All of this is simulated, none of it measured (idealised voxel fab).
process module | voxel transistor to metal
cross-section cut | 285 nm wide | cells 5 nm
A cross-section is a grid of square cells, given in bands from the top down. A band is one or more rows of cells.
Each band's line starts with the height of the band's top and of its bottom, in nm. Then come its materials from left to right, each with its width in nm. One material with "throughout" fills the band from edge to edge. "air" is empty space.
Height 0 is the level under which the wafer as received is all one material. The lowest band goes on downwards, as in "0 down".
A width such as "30 to 40" changes by the same amount from each row of cells to the next, from the band's top row to its bottom row.
"no change" after a step means that no cell of the cross-section changed.
closed voids: empty space of 8 cells or more with no open way to the top, each as width x height at its distance from the left edge, in nm
after a step's settings: what the simulator itself notes on the step
overlay nm, on a step with a mask: how far to the right of its planned place the mask lay; to the left if negative
Each pair below shows a cross-section before one step and the cross-section after it, down to the lowest band that changed. The line under each pair gives the step between them, with its settings. The pairs can come from different runs of this module on the same starting wafer, so a pair continues from the pair above only where its "before" says so.
before
  0 down: Si throughout
  closed voids: none
after
  5 to 0: SiO2 throughout
  below 0: unchanged
  closed voids: none
the step between: op CONFORMAL_DEP | material SiO2 | thk nm 5
before: the cross-section after the pair above
after
  15 to 5: SiN throughout
  below 5: unchanged
  closed voids: none
the step between: op CONFORMAL_DEP | material SiN | thk nm 10
before: the cross-section after the pair above
after
  25 to 15: aC throughout
  below 15: unchanged
  closed voids: none
the step between: op DIRECTIONAL_DEP | material aC | thk nm 10
before: the cross-section after the pair above
after
  50 to 25: air 25 | resist 100 | air 30 | resist 100 | air 30
  below 25: unchanged
  closed voids: none
the step between: op PATTERN | tone cover | mask id ACTIVE | material resist | width nm 100 | pitch nm 130 | thk nm 25 | overlay nm 0
before: the cross-section after the pair above
after
  40 to 25: air 25 | resist 100 | air 30 | resist 100 | air 30
  25 to 15: air 25 | aC 100 | air 30 | aC 100 | air 30
  below 15: unchanged
  closed voids: none
the step between: op DIRECTIONAL_ETCH | etch materials aC | depth nm 10
before: the cross-section after the pair above
after
  25 to 15: air 25 | aC 100 | air 30 | aC 100 | air 30
  below 15: unchanged
  closed voids: none
the step between: op STRIP | etch materials resist
before: the cross-section after the pair above
after
  25 to 15: air 25 | aC 100 | air 30 | aC 100 | air 30
  15 to 5: air 25 | SiN 100 | air 30 | SiN 100 | air 30
  below 5: unchanged
  closed voids: none
the step between: op DIRECTIONAL_ETCH | etch materials SiN | depth nm 10
before: the cross-section after the pair above
after
  25 to 15: air 25 | aC 100 | air 30 | aC 100 | air 30
  15 to 5: air 25 | SiN 100 | air 30 | SiN 100 | air 30
  5 to 0: air 25 | SiO2 100 | air 30 | SiO2 100 | air 30
  below 0: unchanged
  closed voids: none
the step between: op DIRECTIONAL_ETCH | etch materials SiO2 | depth nm 5
before: the cross-section after the pair above
after
  25 to 15: air 25 | aC 100 | air 30 | aC 100 | air 30
  15 to 5: air 25 | SiN 100 | air 30 | SiN 100 | air 30
  5 to 0: air 25 | SiO2 100 | air 30 | SiO2 100 | air 30
  0 to -35: air 25 | Si 100 | air 30 | Si 100 | air 30
  below -35: unchanged
  closed voids: none
the step between: op DIRECTIONAL_ETCH | etch materials Si | depth nm 35
before: the cross-section after the pair above
after
  15 to 5: air 25 | SiN 100 | air 30 | SiN 100 | air 30
  below 5: unchanged
  closed voids: none
the step between: op STRIP | etch materials aC
before: the cross-section after the pair above
after
  30 to 15: SiO2 throughout
  15 to 5: SiO2 25 | SiN 100 | SiO2 30 | SiN 100 | SiO2 30
  5 to 0: SiO2 throughout
  0 to -35: SiO2 25 | Si 100 | SiO2 30 | Si 100 | SiO2 30
  below -35: unchanged
  closed voids: none
the step between: op FILL_DEP | material SiO2 | thk nm 15
before: the cross-section after the pair above
after
  15 to 5: SiO2 25 | SiN 100 | SiO2 30 | SiN 100 | SiO2 30
  below 5: unchanged
  closed voids: none
the step between: op CMP | height nm 15
before: the cross-section after the pair above
after
  15 to 5: air 25 | SiN 100 | air 30 | SiN 100 | air 30
  below 5: unchanged
  closed voids: none
the step between: op SELECTIVE_ETCH | etch materials SiO2 | depth nm 10
before: the cross-section after the pair above
after
  5 to 0: SiO2 throughout
  below 0: unchanged
  closed voids: none
the step between: op STRIP | etch materials SiN
before: the cross-section after the pair above
after
  0 to -35: SiO2 25 | Si 100 | SiO2 30 | Si 100 | SiO2 30
  below -35: unchanged
  closed voids: none
the step between: op SELECTIVE_ETCH | etch materials SiO2 | depth nm 5
before: the cross-section after the pair above
after
  0 to -5: SiO2 throughout
  below -5: unchanged
  closed voids: none
the step between: op OXIDIZE | depth nm 5
before: the cross-section after the pair above
after
  20 to 0: polySi throughout
  below 0: unchanged
  closed voids: none
the step between: op DIRECTIONAL_DEP | material polySi | thk nm 20
before: the cross-section after the pair above
after
  35 to 20: SiCN throughout
  below 20: unchanged
  closed voids: none
the step between: op DIRECTIONAL_DEP | material SiCN | thk nm 15
before: the cross-section after the pair above
after
  45 to 35: aC throughout
  below 35: unchanged
  closed voids: none
the step between: op DIRECTIONAL_DEP | material aC | thk nm 10
before: the cross-section after the pair above
after
  70 to 45: air 65 | resist 20 | air 110 | resist 20 | air 70
  below 45: unchanged
  closed voids: none
the step between: op PATTERN | tone cover | mask id GATE | material resist | width nm 20 | pitch nm 130 | thk nm 25 | overlay nm 0
before: the cross-section after the pair above
after
  60 to 45: air 65 | resist 20 | air 110 | resist 20 | air 70
  45 to 35: air 65 | aC 20 | air 110 | aC 20 | air 70
  below 35: unchanged
  closed voids: none
the step between: op DIRECTIONAL_ETCH | etch materials aC | depth nm 10
before: the cross-section after the pair above
after
  45 to 35: air 65 | aC 20 | air 110 | aC 20 | air 70
  below 35: unchanged
  closed voids: none
the step between: op STRIP | etch materials resist
before: the cross-section after the pair above
after
  45 to 35: air 65 | aC 20 | air 110 | aC 20 | air 70
  35 to 20: air 65 | SiCN 20 | air 110 | SiCN 20 | air 70
  below 20: unchanged
  closed voids: none
the step between: op DIRECTIONAL_ETCH | etch materials SiCN | depth nm 25
before: the cross-section after the pair above
after
  45 to 35: air 65 | aC 20 | air 110 | aC 20 | air 70
  35 to 20: air 65 | SiCN 20 | air 110 | SiCN 20 | air 70
  20 to 0: air 65 | polySi 20 | air 110 | polySi 20 | air 70
  below 0: unchanged
  closed voids: none
the step between: op DIRECTIONAL_ETCH | etch materials polySi | depth nm 30
before: the cross-section after the pair above
after
  35 to 20: air 65 | SiCN 20 | air 110 | SiCN 20 | air 70
  below 20: unchanged
  closed voids: none
the step between: op STRIP | etch materials aC
before: the cross-section after the pair above
after
  40 to 35: air 60 | SiO2 30 | air 100 | SiO2 30 | air 65
  35 to 20: air 60 | SiO2 5 | SiCN 20 | SiO2 5 | air 100 | SiO2 5 | SiCN 20 | SiO2 5 | air 65
  20 to 5: air 60 | SiO2 5 | polySi 20 | SiO2 5 | air 100 | SiO2 5 | polySi 20 | SiO2 5 | air 65
  5 to 0: SiO2 65 | polySi 20 | SiO2 110 | polySi 20 | SiO2 70
  below 0: unchanged
  closed voids: none
the step between: op CONFORMAL_DEP | material SiO2 | thk nm 5
before: the cross-section after the pair above
after
  35 to 20: air 60 | SiO2 5 | SiCN 20 | SiO2 5 | air 100 | SiO2 5 | SiCN 20 | SiO2 5 | air 65
  20 to 0: air 60 | SiO2 5 | polySi 20 | SiO2 5 | air 100 | SiO2 5 | polySi 20 | SiO2 5 | air 65
  below 0: unchanged
  closed voids: none
the step between: op DIRECTIONAL_ETCH | etch materials SiO2 | depth nm 5
before: the cross-section after the pair above
after
  45 to 35: air 50 | SiN 50 | air 80 | SiN 50 | air 55
  35 to 20: air 50 | SiN 10 | SiO2 5 | SiCN 20 | SiO2 5 | SiN 10 | air 80 | SiN 10 | SiO2 5 | SiCN 20 | SiO2 5 | SiN 10 | air 55
  20 to 10: air 50 | SiN 10 | SiO2 5 | polySi 20 | SiO2 5 | SiN 10 | air 80 | SiN 10 | SiO2 5 | polySi 20 | SiO2 5 | SiN 10 | air 55
  10 to 0: SiN 60 | SiO2 5 | polySi 20 | SiO2 5 | SiN 100 | SiO2 5 | polySi 20 | SiO2 5 | SiN 65
  below 0: unchanged
  closed voids: none
the step between: op CONFORMAL_DEP | material SiN | thk nm 10
before: the cross-section after the pair above
after
  35 to 20: air 50 | SiN 10 | SiO2 5 | SiCN 20 | SiO2 5 | SiN 10 | air 80 | SiN 10 | SiO2 5 | SiCN 20 | SiO2 5 | SiN 10 | air 55
  20 to 0: air 50 | SiN 10 | SiO2 5 | polySi 20 | SiO2 5 | SiN 10 | air 80 | SiN 10 | SiO2 5 | polySi 20 | SiO2 5 | SiN 10 | air 55
  below 0: unchanged
  closed voids: none
the step between: op DIRECTIONAL_ETCH | etch materials SiN | depth nm 10
before: the cross-section after the pair above
after
  35 to 30: air 50 | SiN 10 | air 5 | SiCN 20 | air 5 | SiN 10 | air 80 | SiN 10 | air 5 | SiCN 20 | air 5 | SiN 10 | air 55
  30 to 20: air 50 | SiN 10 | SiO2 5 | SiCN 20 | SiO2 5 | SiN 10 | air 80 | SiN 10 | SiO2 5 | SiCN 20 | SiO2 5 | SiN 10 | air 55
  20 to 0: air 50 | SiN 10 | SiO2 5 | polySi 20 | SiO2 5 | SiN 10 | air 80 | SiN 10 | SiO2 5 | polySi 20 | SiO2 5 | SiN 10 | air 55
  0 to -5: air 50 | SiO2 50 | air 80 | SiO2 50 | air 55
  below -5: unchanged
  closed voids: none
the step between: op DIRECTIONAL_ETCH | etch materials SiO2 | depth nm 5
before: the cross-section after the pair above
after
  35 to 30: air 50 | SiN 10 | air 5 | SiCN 20 | air 5 | SiN 10 | air 80 | SiN 10 | air 5 | SiCN 20 | air 5 | SiN 10 | air 55
  30 to 20: air 50 | SiN 10 | SiO2 5 | SiCN 20 | SiO2 5 | SiN 10 | air 80 | SiN 10 | SiO2 5 | SiCN 20 | SiO2 5 | SiN 10 | air 55
  20 to 0: air 50 | SiN 10 | SiO2 5 | polySi 20 | SiO2 5 | SiN 10 | air 80 | SiN 10 | SiO2 5 | polySi 20 | SiO2 5 | SiN 10 | air 55
  0 to -5: air 50 | SiO2 50 | air 80 | SiO2 50 | air 55
  -5 to -20: SiO2 25 | air 25 | Si 50 | air 25 | SiO2 30 | air 25 | Si 50 | air 25 | SiO2 30
  below -20: unchanged
  closed voids: none
the step between: op DIRECTIONAL_ETCH | etch materials Si | depth nm 15
before: the cross-section after the pair above
after
  35 to 30: air 50 | SiN 10 | air 5 | SiCN 20 | air 5 | SiN 10 | air 80 | SiN 10 | air 5 | SiCN 20 | air 5 | SiN 10 | air 55
  30 to 20: air 50 | SiN 10 | SiO2 5 | SiCN 20 | SiO2 5 | SiN 10 | air 80 | SiN 10 | SiO2 5 | SiCN 20 | SiO2 5 | SiN 10 | air 55
  20 to 15: air 50 | SiN 10 | SiO2 5 | polySi 20 | SiO2 5 | SiN 10 | air 80 | SiN 10 | SiO2 5 | polySi 20 | SiO2 5 | SiN 10 | air 55
  15 to 0: air 30 | nSi 20 | SiN 10 | SiO2 5 | polySi 20 | SiO2 5 | SiN 10 | nSi 20 | air 40 | nSi 20 | SiN 10 | SiO2 5 | polySi 20 | SiO2 5 | SiN 10 | nSi 20 | air 35
  0 to -5: air 20 | nSi 30 | SiO2 50 | nSi 30 | air 20 | nSi 30 | SiO2 50 | nSi 30 | air 25
  -5 to -20: SiO2 25 | nSi 25 | Si 50 | nSi 25 | SiO2 30 | nSi 25 | Si 50 | nSi 25 | SiO2 30
  below -20: unchanged
  closed voids: none
the step between: op EPI | material nSi | thk nm 20
before: the cross-section after the pair above
after
  45 to 35: SiO2 throughout
  35 to 20: SiO2 50 | SiN 10 | SiO2 5 | SiCN 20 | SiO2 5 | SiN 10 | SiO2 80 | SiN 10 | SiO2 5 | SiCN 20 | SiO2 5 | SiN 10 | SiO2 55
  20 to 15: SiO2 50 | SiN 10 | SiO2 5 | polySi 20 | SiO2 5 | SiN 10 | SiO2 80 | SiN 10 | SiO2 5 | polySi 20 | SiO2 5 | SiN 10 | SiO2 55
  15 to 0: SiO2 30 | nSi 20 | SiN 10 | SiO2 5 | polySi 20 | SiO2 5 | SiN 10 | nSi 20 | SiO2 40 | nSi 20 | SiN 10 | SiO2 5 | polySi 20 | SiO2 5 | SiN 10 | nSi 20 | SiO2 35
  0 to -5: SiO2 20 | nSi 30 | SiO2 50 | nSi 30 | SiO2 20 | nSi 30 | SiO2 50 | nSi 30 | SiO2 25
  below -5: unchanged
  closed voids: none
the step between: op FILL_DEP | material SiO2 | thk nm 10
before: the cross-section after the pair above
after
  35 to 20: SiO2 50 | SiN 10 | SiO2 5 | SiCN 20 | SiO2 5 | SiN 10 | SiO2 80 | SiN 10 | SiO2 5 | SiCN 20 | SiO2 5 | SiN 10 | SiO2 55
  below 20: unchanged
  closed voids: none
the step between: op CMP | height nm 35
before: the cross-section after the pair above
after
  50 to 35: SiO2 throughout
  below 35: unchanged
  closed voids: none
the step between: op DIRECTIONAL_DEP | material SiO2 | thk nm 15
before: the cross-section after the pair above
after
  70 to 50: resist 30 | air 15 | resist 60 | air 15 | resist 40 | air 15 | resist 60 | air 15 | resist 35
  below 50: unchanged
  closed voids: none
the step between: op PATTERN | tone open | mask id CONTACT | material resist | width nm 15 | thk nm 20 | overlay nm 0
before: the cross-section after the pair above
after
  70 to 50: resist 30 | air 15 | resist 60 | air 15 | resist 40 | air 15 | resist 60 | air 15 | resist 35
  50 to 35: SiO2 30 | air 15 | SiO2 60 | air 15 | SiO2 40 | air 15 | SiO2 60 | air 15 | SiO2 35
  35 to 20: SiO2 30 | air 15 | SiO2 5 | SiN 10 | SiO2 5 | SiCN 20 | SiO2 5 | SiN 10 | SiO2 5 | air 15 | SiO2 40 | air 15 | SiO2 5 | SiN 10 | SiO2 5 | SiCN 20 | SiO2 5 | SiN 10 | SiO2 5 | air 15 | SiO2 35
  20 to 15: SiO2 30 | air 15 | SiO2 5 | SiN 10 | SiO2 5 | polySi 20 | SiO2 5 | SiN 10 | SiO2 5 | air 15 | SiO2 40 | air 15 | SiO2 5 | SiN 10 | SiO2 5 | polySi 20 | SiO2 5 | SiN 10 | SiO2 5 | air 15 | SiO2 35
  below 15: unchanged
  closed voids: none
the step between: op DIRECTIONAL_ETCH | etch materials SiO2 | depth nm 35
before: the cross-section after the pair above
after
  50 to 35: SiO2 30 | air 15 | SiO2 60 | air 15 | SiO2 40 | air 15 | SiO2 60 | air 15 | SiO2 35
  below 35: unchanged
  closed voids: none
the step between: op STRIP | etch materials resist
before: the cross-section after the pair above
after
  55 to 50: TiN 35 | air 5 | TiN 70 | air 5 | TiN 50 | air 5 | TiN 70 | air 5 | TiN 40
  50 to 35: SiO2 30 | TiN 5 | air 5 | TiN 5 | SiO2 60 | TiN 5 | air 5 | TiN 5 | SiO2 40 | TiN 5 | air 5 | TiN 5 | SiO2 60 | TiN 5 | air 5 | TiN 5 | SiO2 35
  35 to 20: SiO2 30 | TiN 5 | air 5 | TiN 5 | SiO2 5 | SiN 10 | SiO2 5 | SiCN 20 | SiO2 5 | SiN 10 | SiO2 5 | TiN 5 | air 5 | TiN 5 | SiO2 40 | TiN 5 | air 5 | TiN 5 | SiO2 5 | SiN 10 | SiO2 5 | SiCN 20 | SiO2 5 | SiN 10 | SiO2 5 | TiN 5 | air 5 | TiN 5 | SiO2 35
  20 to 15: SiO2 30 | TiN 15 | SiO2 5 | SiN 10 | SiO2 5 | polySi 20 | SiO2 5 | SiN 10 | SiO2 5 | TiN 15 | SiO2 40 | TiN 15 | SiO2 5 | SiN 10 | SiO2 5 | polySi 20 | SiO2 5 | SiN 10 | SiO2 5 | TiN 15 | SiO2 35
  below 15: unchanged
  closed voids: none
the step between: op CONFORMAL_DEP | material TiN | thk nm 5
before: the cross-section after the pair above
after
  60 to 55: Ru throughout
  55 to 50: TiN 35 | Ru 5 | TiN 70 | Ru 5 | TiN 50 | Ru 5 | TiN 70 | Ru 5 | TiN 40
  50 to 35: SiO2 30 | TiN 5 | Ru 5 | TiN 5 | SiO2 60 | TiN 5 | Ru 5 | TiN 5 | SiO2 40 | TiN 5 | Ru 5 | TiN 5 | SiO2 60 | TiN 5 | Ru 5 | TiN 5 | SiO2 35
  35 to 20: SiO2 30 | TiN 5 | Ru 5 | TiN 5 | SiO2 5 | SiN 10 | SiO2 5 | SiCN 20 | SiO2 5 | SiN 10 | SiO2 5 | TiN 5 | Ru 5 | TiN 5 | SiO2 40 | TiN 5 | Ru 5 | TiN 5 | SiO2 5 | SiN 10 | SiO2 5 | SiCN 20 | SiO2 5 | SiN 10 | SiO2 5 | TiN 5 | Ru 5 | TiN 5 | SiO2 35
  below 20: unchanged
  closed voids: none
the step between: op FILL_DEP | material Ru | thk nm 5
before: the cross-section after the pair above
after
  50 to 35: SiO2 30 | TiN 5 | Ru 5 | TiN 5 | SiO2 60 | TiN 5 | Ru 5 | TiN 5 | SiO2 40 | TiN 5 | Ru 5 | TiN 5 | SiO2 60 | TiN 5 | Ru 5 | TiN 5 | SiO2 35
  below 35: unchanged
  closed voids: none
the step between: op CMP | height nm 50
before: the cross-section after the pair above
after
  55 to 50: TiN throughout
  below 50: unchanged
  closed voids: none
the step between: op DIRECTIONAL_DEP | material TiN | thk nm 5
before: the cross-section after the pair above
after
  80 to 55: Ru throughout
  below 55: unchanged
  closed voids: none
the step between: op DIRECTIONAL_DEP | material Ru | thk nm 25
before: the cross-section after the pair above
after
  80 to 55: air 30 | Ru 15 | air 60 | Ru 15 | air 40 | Ru 15 | air 60 | Ru 15 | air 35
  below 55: unchanged
  closed voids: none
the step between: op MASKED_ETCH | tone cover | mask id METAL_1 | width nm 15 | etch materials Ru | depth nm 25 | overlay nm 0
before: the cross-section after the pair above
after
  80 to 55: air 30 | Ru 15 | air 60 | Ru 15 | air 40 | Ru 15 | air 60 | Ru 15 | air 35
  55 to 50: air 30 | TiN 15 | air 60 | TiN 15 | air 40 | TiN 15 | air 60 | TiN 15 | air 35
  below 50: unchanged
  closed voids: none
the step between: op MASKED_ETCH | tone cover | mask id METAL_1 | width nm 15 | etch materials TiN | depth nm 5 | overlay nm 0
before: the cross-section after the pair above
after
  85 to 80: air 25 | SiN 25 | air 50 | SiN 25 | air 30 | SiN 25 | air 50 | SiN 25 | air 30
  80 to 55: air 25 | SiN 5 | Ru 15 | SiN 5 | air 50 | SiN 5 | Ru 15 | SiN 5 | air 30 | SiN 5 | Ru 15 | SiN 5 | air 50 | SiN 5 | Ru 15 | SiN 5 | air 30
  55 to 50: SiN 30 | TiN 15 | SiN 60 | TiN 15 | SiN 40 | TiN 15 | SiN 60 | TiN 15 | SiN 35
  below 50: unchanged
  closed voids: none
the step between: op CONFORMAL_DEP | material SiN | thk nm 5
before: the cross-section after the pair above
after
  95 to 85: lowk throughout
  85 to 80: lowk 25 | SiN 25 | lowk 50 | SiN 25 | lowk 30 | SiN 25 | lowk 50 | SiN 25 | lowk 30
  80 to 55: lowk 25 | SiN 5 | Ru 15 | SiN 5 | lowk 50 | SiN 5 | Ru 15 | SiN 5 | lowk 30 | SiN 5 | Ru 15 | SiN 5 | lowk 50 | SiN 5 | Ru 15 | SiN 5 | lowk 30
  below 55: unchanged
  closed voids: none
the step between: op FILL_DEP | material lowk | thk nm 10
before: the cross-section after the pair above
after
  80 to 55: lowk 25 | SiN 5 | Ru 15 | SiN 5 | lowk 50 | SiN 5 | Ru 15 | SiN 5 | lowk 30 | SiN 5 | Ru 15 | SiN 5 | lowk 50 | SiN 5 | Ru 15 | SiN 5 | lowk 30
  below 55: unchanged
  closed voids: none
the step between: op CMP | height nm 80
before: the cross-section after the pair above
after
  85 to 80: SiCN throughout
  below 80: unchanged
  closed voids: none
the step between: op CONFORMAL_DEP | material SiCN | thk nm 5
before
  30 to 15: SiO2 throughout
  15 to 5: SiO2 25 | SiN 100 | SiO2 30 | SiN 100 | SiO2 30
  5 to 0: SiO2 throughout
  0 to -35: SiO2 25 | Si 100 | SiO2 30 | Si 100 | SiO2 30
  -35 down: Si throughout
  closed voids: none
after
  20 to 15: SiO2 throughout
  below 15: unchanged
  closed voids: none
the step between: op SELECTIVE_ETCH | etch materials SiO2 | depth nm 10
before: the cross-section after the pair above
after
  15 to 5: SiO2 25 | SiN 100 | SiO2 30 | SiN 100 | SiO2 30
  below 5: unchanged
  closed voids: none
the step between: op SELECTIVE_ETCH | etch materials SiO2 | depth nm 5
before: the cross-section after the pair above
after
  35 to 15: polySi throughout
  below 15: unchanged
  closed voids: none
the step between: op DIRECTIONAL_DEP | material polySi | thk nm 20
before: the cross-section after the pair above
after
  50 to 35: SiCN throughout
  below 35: unchanged
  closed voids: none
the step between: op DIRECTIONAL_DEP | material SiCN | thk nm 15
before: the cross-section after the pair above
after
  60 to 50: aC throughout
  below 50: unchanged
  closed voids: none
the step between: op DIRECTIONAL_DEP | material aC | thk nm 10
before: the cross-section after the pair above
after
  85 to 60: air 65 | resist 20 | air 110 | resist 20 | air 70
  below 60: unchanged
  closed voids: none
the step between: op PATTERN | tone cover | mask id GATE | material resist | width nm 20 | pitch nm 130 | thk nm 25 | overlay nm 0
before: the cross-section after the pair above
after
  75 to 60: air 65 | resist 20 | air 110 | resist 20 | air 70
  60 to 50: air 65 | aC 20 | air 110 | aC 20 | air 70
  below 50: unchanged
  closed voids: none
the step between: op DIRECTIONAL_ETCH | etch materials aC | depth nm 10
before: the cross-section after the pair above
after
  60 to 50: air 65 | aC 20 | air 110 | aC 20 | air 70
  below 50: unchanged
  closed voids: none
the step between: op STRIP | etch materials resist
before: the cross-section after the pair above
after
  60 to 50: air 65 | aC 20 | air 110 | aC 20 | air 70
  50 to 35: air 65 | SiCN 20 | air 110 | SiCN 20 | air 70
  below 35: unchanged
  closed voids: none
the step between: op DIRECTIONAL_ETCH | etch materials SiCN | depth nm 25
before: the cross-section after the pair above
after
  60 to 50: air 65 | aC 20 | air 110 | aC 20 | air 70
  50 to 35: air 65 | SiCN 20 | air 110 | SiCN 20 | air 70
  35 to 15: air 65 | polySi 20 | air 110 | polySi 20 | air 70
  below 15: unchanged
  closed voids: none
the step between: op DIRECTIONAL_ETCH | etch materials polySi | depth nm 30
before: the cross-section after the pair above
after
  50 to 35: air 65 | SiCN 20 | air 110 | SiCN 20 | air 70
  below 35: unchanged
  closed voids: none
the step between: op STRIP | etch materials aC
before: the cross-section after the pair above
after
  55 to 50: air 60 | SiO2 30 | air 100 | SiO2 30 | air 65
  50 to 35: air 60 | SiO2 5 | SiCN 20 | SiO2 5 | air 100 | SiO2 5 | SiCN 20 | SiO2 5 | air 65
  35 to 20: air 60 | SiO2 5 | polySi 20 | SiO2 5 | air 100 | SiO2 5 | polySi 20 | SiO2 5 | air 65
  20 to 15: SiO2 65 | polySi 20 | SiO2 110 | polySi 20 | SiO2 70
  below 15: unchanged
  closed voids: none
the step between: op CONFORMAL_DEP | material SiO2 | thk nm 5
before: the cross-section after the pair above
after
  50 to 35: air 60 | SiO2 5 | SiCN 20 | SiO2 5 | air 100 | SiO2 5 | SiCN 20 | SiO2 5 | air 65
  35 to 15: air 60 | SiO2 5 | polySi 20 | SiO2 5 | air 100 | SiO2 5 | polySi 20 | SiO2 5 | air 65
  below 15: unchanged
  closed voids: none
the step between: op DIRECTIONAL_ETCH | etch materials SiO2 | depth nm 5
before: the cross-section after the pair above
after
  60 to 50: air 50 | SiN 50 | air 80 | SiN 50 | air 55
  50 to 35: air 50 | SiN 10 | SiO2 5 | SiCN 20 | SiO2 5 | SiN 10 | air 80 | SiN 10 | SiO2 5 | SiCN 20 | SiO2 5 | SiN 10 | air 55
  35 to 25: air 50 | SiN 10 | SiO2 5 | polySi 20 | SiO2 5 | SiN 10 | air 80 | SiN 10 | SiO2 5 | polySi 20 | SiO2 5 | SiN 10 | air 55
  25 to 15: SiN 60 | SiO2 5 | polySi 20 | SiO2 5 | SiN 100 | SiO2 5 | polySi 20 | SiO2 5 | SiN 65
  below 15: unchanged
  closed voids: none
the step between: op CONFORMAL_DEP | material SiN | thk nm 10
before: the cross-section after the pair above
after
  50 to 35: air 50 | SiN 10 | SiO2 5 | SiCN 20 | SiO2 5 | SiN 10 | air 80 | SiN 10 | SiO2 5 | SiCN 20 | SiO2 5 | SiN 10 | air 55
  35 to 15: air 50 | SiN 10 | SiO2 5 | polySi 20 | SiO2 5 | SiN 10 | air 80 | SiN 10 | SiO2 5 | polySi 20 | SiO2 5 | SiN 10 | air 55
  below 15: unchanged
  closed voids: none
the step between: op DIRECTIONAL_ETCH | etch materials SiN | depth nm 10
before: the cross-section after the pair above
after
  50 to 45: air 50 | SiN 10 | air 5 | SiCN 20 | air 5 | SiN 10 | air 80 | SiN 10 | air 5 | SiCN 20 | air 5 | SiN 10 | air 55
  45 to 35: air 50 | SiN 10 | SiO2 5 | SiCN 20 | SiO2 5 | SiN 10 | air 80 | SiN 10 | SiO2 5 | SiCN 20 | SiO2 5 | SiN 10 | air 55
  35 to 15: air 50 | SiN 10 | SiO2 5 | polySi 20 | SiO2 5 | SiN 10 | air 80 | SiN 10 | SiO2 5 | polySi 20 | SiO2 5 | SiN 10 | air 55
  15 to 10: air 25 | SiN 100 | air 30 | SiN 100 | air 30
  below 10: unchanged
  closed voids: none
the step between: op DIRECTIONAL_ETCH | etch materials SiO2 | depth nm 5
before: the cross-section after the pair above
after
  60 to 50: SiO2 throughout
  50 to 35: SiO2 50 | SiN 10 | SiO2 5 | SiCN 20 | SiO2 5 | SiN 10 | SiO2 80 | SiN 10 | SiO2 5 | SiCN 20 | SiO2 5 | SiN 10 | SiO2 55
  35 to 15: SiO2 50 | SiN 10 | SiO2 5 | polySi 20 | SiO2 5 | SiN 10 | SiO2 80 | SiN 10 | SiO2 5 | polySi 20 | SiO2 5 | SiN 10 | SiO2 55
  15 to 5: SiO2 25 | SiN 100 | SiO2 30 | SiN 100 | SiO2 30
  below 5: unchanged
  closed voids: none
the step between: op FILL_DEP | material SiO2 | thk nm 10
before: the cross-section after the pair above
after
  35 to 15: SiO2 50 | SiN 10 | SiO2 5 | polySi 20 | SiO2 5 | SiN 10 | SiO2 80 | SiN 10 | SiO2 5 | polySi 20 | SiO2 5 | SiN 10 | SiO2 55
  below 15: unchanged
  closed voids: none
the step between: op CMP | height nm 35
before: the cross-section after the pair above
after
  50 to 35: SiO2 throughout
  below 35: unchanged
  closed voids: none
the step between: op DIRECTIONAL_DEP | material SiO2 | thk nm 15
before: the cross-section after the pair above
after
  70 to 50: resist 30 | air 15 | resist 60 | air 15 | resist 40 | air 15 | resist 60 | air 15 | resist 35
  below 50: unchanged
  closed voids: none
the step between: op PATTERN | tone open | mask id CONTACT | material resist | width nm 15 | thk nm 20 | overlay nm 0
before: the cross-section after the pair above
after
  70 to 50: resist 30 | air 15 | resist 60 | air 15 | resist 40 | air 15 | resist 60 | air 15 | resist 35
  50 to 35: SiO2 30 | air 15 | SiO2 60 | air 15 | SiO2 40 | air 15 | SiO2 60 | air 15 | SiO2 35
  35 to 15: SiO2 30 | air 15 | SiO2 5 | SiN 10 | SiO2 5 | polySi 20 | SiO2 5 | SiN 10 | SiO2 5 | air 15 | SiO2 40 | air 15 | SiO2 5 | SiN 10 | SiO2 5 | polySi 20 | SiO2 5 | SiN 10 | SiO2 5 | air 15 | SiO2 35
  below 15: unchanged
  closed voids: none
the step between: op DIRECTIONAL_ETCH | etch materials SiO2 | depth nm 35
before: the cross-section after the pair above
after
  50 to 35: SiO2 30 | air 15 | SiO2 60 | air 15 | SiO2 40 | air 15 | SiO2 60 | air 15 | SiO2 35
  below 35: unchanged
  closed voids: none
the step between: op STRIP | etch materials resist
before: the cross-section after the pair above
after
  55 to 50: TiN 35 | air 5 | TiN 70 | air 5 | TiN 50 | air 5 | TiN 70 | air 5 | TiN 40
  50 to 35: SiO2 30 | TiN 5 | air 5 | TiN 5 | SiO2 60 | TiN 5 | air 5 | TiN 5 | SiO2 40 | TiN 5 | air 5 | TiN 5 | SiO2 60 | TiN 5 | air 5 | TiN 5 | SiO2 35
  35 to 20: SiO2 30 | TiN 5 | air 5 | TiN 5 | SiO2 5 | SiN 10 | SiO2 5 | polySi 20 | SiO2 5 | SiN 10 | SiO2 5 | TiN 5 | air 5 | TiN 5 | SiO2 40 | TiN 5 | air 5 | TiN 5 | SiO2 5 | SiN 10 | SiO2 5 | polySi 20 | SiO2 5 | SiN 10 | SiO2 5 | TiN 5 | air 5 | TiN 5 | SiO2 35
  20 to 15: SiO2 30 | TiN 15 | SiO2 5 | SiN 10 | SiO2 5 | polySi 20 | SiO2 5 | SiN 10 | SiO2 5 | TiN 15 | SiO2 40 | TiN 15 | SiO2 5 | SiN 10 | SiO2 5 | polySi 20 | SiO2 5 | SiN 10 | SiO2 5 | TiN 15 | SiO2 35
  below 15: unchanged
  closed voids: none
the step between: op CONFORMAL_DEP | material TiN | thk nm 5
before: the cross-section after the pair above
after
  60 to 55: Ru throughout
  55 to 50: TiN 35 | Ru 5 | TiN 70 | Ru 5 | TiN 50 | Ru 5 | TiN 70 | Ru 5 | TiN 40
  50 to 35: SiO2 30 | TiN 5 | Ru 5 | TiN 5 | SiO2 60 | TiN 5 | Ru 5 | TiN 5 | SiO2 40 | TiN 5 | Ru 5 | TiN 5 | SiO2 60 | TiN 5 | Ru 5 | TiN 5 | SiO2 35
  35 to 20: SiO2 30 | TiN 5 | Ru 5 | TiN 5 | SiO2 5 | SiN 10 | SiO2 5 | polySi 20 | SiO2 5 | SiN 10 | SiO2 5 | TiN 5 | Ru 5 | TiN 5 | SiO2 40 | TiN 5 | Ru 5 | TiN 5 | SiO2 5 | SiN 10 | SiO2 5 | polySi 20 | SiO2 5 | SiN 10 | SiO2 5 | TiN 5 | Ru 5 | TiN 5 | SiO2 35
  below 20: unchanged
  closed voids: none
the step between: op FILL_DEP | material Ru | thk nm 5
before: the cross-section after the pair above
after
  50 to 35: SiO2 30 | TiN 5 | Ru 5 | TiN 5 | SiO2 60 | TiN 5 | Ru 5 | TiN 5 | SiO2 40 | TiN 5 | Ru 5 | TiN 5 | SiO2 60 | TiN 5 | Ru 5 | TiN 5 | SiO2 35
  below 35: unchanged
  closed voids: none
the step between: op CMP | height nm 50
before: the cross-section after the pair above
after
  55 to 50: TiN throughout
  below 50: unchanged
  closed voids: none
the step between: op DIRECTIONAL_DEP | material TiN | thk nm 5
before: the cross-section after the pair above
after
  80 to 55: Ru throughout
  below 55: unchanged
  closed voids: none
the step between: op DIRECTIONAL_DEP | material Ru | thk nm 25
